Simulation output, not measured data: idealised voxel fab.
process module | voxel local oxidation
cross-section cut | 280 nm wide | cells 5 nm
A cross-section is a grid of square cells, given in bands from the top down. A band is one or more rows of cells.
Each band's line starts with the height of the band's top and of its bottom, in nm. Then come its materials from left to right, each with its width in nm. One material with "throughout" fills the band from edge to edge. "air" is empty space.
Height 0 is the level under which the wafer as received is all one material. The lowest band goes on downwards, as in "0 down".
A width such as "30 to 40" changes by the same amount from each row of cells to the next, from the band's top row to its bottom row.
"no change" after a step means that no cell of the cross-section changed.
closed voids: empty space of 8 cells or more with no open way to the top, each as width x height at its distance from the left edge, in nm
after a step's settings: what the simulator itself notes on the step
overlay nm, on a step with a mask: how far to the right of its planned place the mask lay; to the left if negative
plan
1 op RECEIVE | material Si
2 op CONFORMAL_DEP | material SiO2 | thk nm 5
3 op CONFORMAL_DEP | material SiN | thk nm 10
4 op DIRECTIONAL_DEP | material aC | thk nm 15
5 op PATTERN | tone cover | mask id ACTIVE | material resist | width nm 90 | thk nm 35 | overlay nm 0
6 op DIRECTIONAL_ETCH | etch materials aC | depth nm 15
7 op STRIP | etch materials resist
8 op DIRECTIONAL_ETCH | etch materials SiN | depth nm 10
9 op STRIP | etch materials aC
10 op SELECTIVE_ETCH | etch materials SiO2 | depth nm 5
11 op OXIDIZE | depth nm 15
12 op STRIP | etch materials SiN
varied across the wafers: thk nm of step 2. The plan shows the first wafer's value. All wafers start alike
first wafer as received, after step 1
  0 down: Si throughout
  closed voids: none
each wafer at the end: cells of each material gained (+) or lost (-) since it was received, then its closed voids
thk nm 5 | -138 Si | +154 SiO2 | closed voids: none
thk nm 10 | +72 SiO2 | closed voids: none
thk nm 15 | +128 SiO2 | closed voids: none
thk nm 20 | +184 SiO2 | closed voids: none
